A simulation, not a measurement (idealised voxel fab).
You're looking at the process module voxel wiring stack.
FYI the section here is cut, 145 nm wide, cells are 5 nm squares.
Just so we're on the same page, the cross-sections are grids of square cells, and they're listed out in bands top to bottom, each band one or more rows deep.
Quick guide to a band line: top height, bottom height (nm) up front; then every material left to right with its width in nm. Only one material and it's marked "everywhere"? Then it fills the band edge to edge. And "air" just means empty space.
A quick word on heights: they are counted from 0, and under that level the wafer as it came to us is one material throughout. The lowest band is different from the rest in having no bottom; it simply continues downward, written as in "0 nm and below".
With a width like "30 to 40", each row of cells in the band differs from the next by the same amount, the top row carrying the first number and the bottom row the second.
"changes: none" for a step: no cell of the cross-section changed in that step.
Enclosed voids (no open way to top), threshold 8 cells or more, entry "Enclosed void catalog", notation width x height at distance, distance from left edge, nm.
after a step's settings: what the simulator itself notes on the step
Regarding "overlay nm": on a step with a mask, it is the distance the mask lay to the right of its planned place; a negative value places it to the left.

Intended process steps:
step 1: RECEIVE (material Si)
step 2: CONFORMAL_DEP (material SiO2; thk nm 15)
step 3: DIRECTIONAL_DEP (material TiN; thk nm 5)
step 4: DIRECTIONAL_DEP (material W; thk nm 15)
step 5: MASKED_ETCH (tone cover; mask id METAL_1; width nm 30; pitch nm 60; etch materials W; depth nm 15; overlay nm 0)
step 6: MASKED_ETCH (tone cover; mask id METAL_1; width nm 30; pitch nm 60; etch materials TiN; depth nm 5; overlay nm 0)
step 7: FILL_DEP (material SiO2; thk nm 5)
step 8: CMP (height nm 35)
step 9: CONFORMAL_DEP (material SiCN; thk nm 5)
step 10: DIRECTIONAL_DEP (material SiO2; thk nm 10)
step 11: MASKED_ETCH (tone open; mask id PLUG_1; width nm 15; etch materials SiO2; depth nm 10; overlay nm 0)
step 12: MASKED_ETCH (tone open; mask id PLUG_1; width nm 15; etch materials SiCN; depth nm 5; overlay nm 0)
step 13: CONFORMAL_DEP (material TiN; thk nm 5)
step 14: FILL_DEP (material Cu; thk nm 5)
step 15: CMP (height nm 50)
step 16: CONFORMAL_DEP (material SiN; thk nm 5)
step 17: DIRECTIONAL_DEP (material lowk; thk nm 15)
step 18: MASKED_ETCH (tone open; mask id METAL_2; width nm 20; pitch nm 60; etch materials lowk; depth nm 15; overlay nm 0)
step 19: MASKED_ETCH (tone open; mask id METAL_2; width nm 30; pitch nm 60; etch materials SiN; depth nm 5; overlay nm 0)
step 20: CONFORMAL_DEP (material TiN; thk nm 5)
step 21: FILL_DEP (material Cu; thk nm 10)
step 22: CMP (height nm 70)
step 23: CONFORMAL_DEP (material SiCN; thk nm 5)
step 24: DIRECTIONAL_DEP (material lowk; thk nm 30)
step 25: MASKED_ETCH (tone open; mask id METAL_3; width nm 30; pitch nm 60; etch materials lowk; depth nm 15; overlay nm 0)
step 26: MASKED_ETCH (tone open; mask id METAL_3_HOLES; width nm 15; etch materials lowk; depth nm 15; overlay nm 0)
step 27: MASKED_ETCH (tone open; mask id METAL_3_HOLES; width nm 15; etch materials SiCN; depth nm 5; overlay nm 0)
step 28: CONFORMAL_DEP (material TiN; thk nm 5)
step 29: FILL_DEP (material Cu; thk nm 10)
step 30: CMP (height nm 105)
step 31: CONFORMAL_DEP (material SiCN; thk nm 5)
step 32: DIRECTIONAL_DEP (material lowk; thk nm 10)
step 33: DIRECTIONAL_DEP (material aC; thk nm 15)
step 34: PATTERN (tone open; mask id PLUG_3; material resist; width nm 15; thk nm 30; overlay nm 0)
step 35: DIRECTIONAL_ETCH (etch materials aC; depth nm 15)
step 36: STRIP (etch materials resist)
step 37: DIRECTIONAL_ETCH (etch materials lowk; depth nm 10)
step 38: DIRECTIONAL_ETCH (etch materials SiCN; depth nm 5)
step 39: STRIP (etch materials aC)
step 40: EPI (material Ru; thk nm 10)
step 41: EPI (material Ru; thk nm 5)
step 42: DIRECTIONAL_DEP (material TiN; thk nm 5)
step 43: DIRECTIONAL_DEP (material W; thk nm 15)
step 44: PATTERN (tone cover; mask id METAL_4; material resist; width nm 30; pitch nm 60; thk nm 20; overlay nm 0)
step 45: DIRECTIONAL_ETCH (etch materials W; depth nm 15)
step 46: DIRECTIONAL_ETCH (etch materials TiN; depth nm 5)
step 47: STRIP (etch materials resist)
step 48: FILL_DEP (material SiO2; thk nm 5)
step 49: CMP (height nm 140)
step 50: CONFORMAL_DEP (material SiCN; thk nm 5)
The plan's step 18 width nm is the first wafer's value; the wafers differ in this setting and start identical.

Cross-sectional view of the first of several wafers in the as-received condition, corresponding to the state following step 1:
* 0 nm and below: Si everywhere
* Enclosed void catalog: none

Depicted here is the first of several wafers in cross-section, at module completion following the last step, step 50:
* 145 nm to 140 nm: SiCN everywhere
* 140 nm to 125 nm: SiO2 (25) / W (30) / SiO2 (30) / W (30) / SiO2 (30)
* 125 nm to 120 nm: SiO2 (25) / TiN (30) / SiO2 (30) / TiN (30) / SiO2 (30)
* 120 nm to 110 nm: lowk (25) / Ru (15) / lowk (105)
* 110 nm to 105 nm: SiCN (25) / Ru (15) / SiCN (105)
* 105 nm to 95 nm: lowk (25) / TiN (5) / Cu (20) / TiN (5) / lowk (30) / TiN (5) / Cu (20) / TiN (5) / lowk (30)
* 95 nm to 90 nm: lowk (25) / TiN (5) / Cu (5) / TiN (20) / lowk (30) / TiN (30) / lowk (30)
* 90 nm to 75 nm: lowk (25) / TiN (5) / Cu (5) / TiN (5) / lowk (105)
* 75 nm to 70 nm: SiCN (25) / TiN (15) / SiCN (105)
* 70 nm to 55 nm: lowk (30) / TiN (5) / Cu (10) / TiN (5) / lowk (40) / TiN (5) / Cu (10) / TiN (5) / lowk (35)
* 55 nm to 50 nm: SiN (30) / TiN (20) / SiN (40) / TiN (20) / SiN (35)
* 50 nm to 40 nm: SiO2 (25) / TiN (5) / Cu (5) / TiN (5) / SiO2 (105)
* 40 nm to 35 nm: SiCN (25) / TiN (15) / SiCN (105)
* 35 nm to 20 nm: SiO2 (25) / W (30) / SiO2 (30) / W (30) / SiO2 (30)
* 20 nm to 15 nm: SiO2 (25) / TiN (30) / SiO2 (30) / TiN (30) / SiO2 (30)
* 15 nm to 0 nm: SiO2 everywhere
* 0 nm and below: Si everywhere
* Enclosed void catalog: none

Cross-sectional view of the final wafer of several at the module's end:
* 145 nm to 140 nm: SiCN everywhere
* 140 nm to 125 nm: SiO2 (25) / W (30) / SiO2 (30) / W (30) / SiO2 (30)
* 125 nm to 120 nm: SiO2 (25) / TiN (30) / SiO2 (30) / TiN (30) / SiO2 (30)
* 120 nm to 110 nm: lowk (25) / Ru (15) / lowk (105)
* 110 nm to 105 nm: SiCN (25) / Ru (15) / SiCN (105)
* 105 nm to 95 nm: lowk (25) / TiN (5) / Cu (20) / TiN (5) / lowk (30) / TiN (5) / Cu (20) / TiN (5) / lowk (30)
* 95 nm to 90 nm: lowk (25) / TiN (5) / Cu (5) / TiN (20) / lowk (30) / TiN (30) / lowk (30)
* 90 nm to 75 nm: lowk (25) / TiN (5) / Cu (5) / TiN (5) / lowk (105)
* 75 nm to 70 nm: SiCN (25) / TiN (15) / SiCN (105)
* 70 nm to 60 nm: lowk (20) / TiN (5) / Cu (35) / TiN (5) / lowk (15) / TiN (5) / Cu (35) / TiN (5) / lowk (20)
* 60 nm to 55 nm: lowk (20) / TiN (10) / Cu (20) / TiN (15) / lowk (15) / TiN (10) / Cu (20) / TiN (15) / lowk (20)
* 55 nm to 50 nm: SiN (25) / TiN (30) / SiN (30) / TiN (30) / SiN (30)
* 50 nm to 40 nm: SiO2 (25) / TiN (5) / Cu (5) / TiN (5) / SiO2 (105)
* 40 nm to 35 nm: SiCN (25) / TiN (15) / SiCN (105)
* 35 nm to 20 nm: SiO2 (25) / W (30) / SiO2 (30) / W (30) / SiO2 (30)
* 20 nm to 15 nm: SiO2 (25) / TiN (30) / SiO2 (30) / TiN (30) / SiO2 (30)
* 15 nm to 0 nm: SiO2 everywhere
* 0 nm and below: Si everywhere
* Enclosed void catalog: none

Below: a row per wafer. Contents at end of module: for every material, cells gained since receipt (+) or lost since receipt (-); then closed voids:
width nm 20; +34 Cu; +9 Ru; +107 SiCN; +21 SiN; +275 SiO2; +79 TiN; +72 W; +244 lowk; Enclosed void catalog: none
width nm 25; +40 Cu; +9 Ru; +107 SiCN; +19 SiN; +275 SiO2; +81 TiN; +72 W; +238 lowk; Enclosed void catalog: none
width nm 30; +46 Cu; +9 Ru; +107 SiCN; +17 SiN; +275 SiO2; +83 TiN; +72 W; +232 lowk; Enclosed void catalog: none
width nm 35; +50 Cu; +9 Ru; +107 SiCN; +17 SiN; +275 SiO2; +85 TiN; +72 W; +226 lowk; Enclosed void catalog: none
width nm 40; +54 Cu; +9 Ru; +107 SiCN; +17 SiN; +275 SiO2; +87 TiN; +72 W; +220 lowk; Enclosed void catalog: none
width nm 45; +58 Cu; +9 Ru; +107 SiCN; +17 SiN; +275 SiO2; +89 TiN; +72 W; +214 lowk; Enclosed void catalog: none
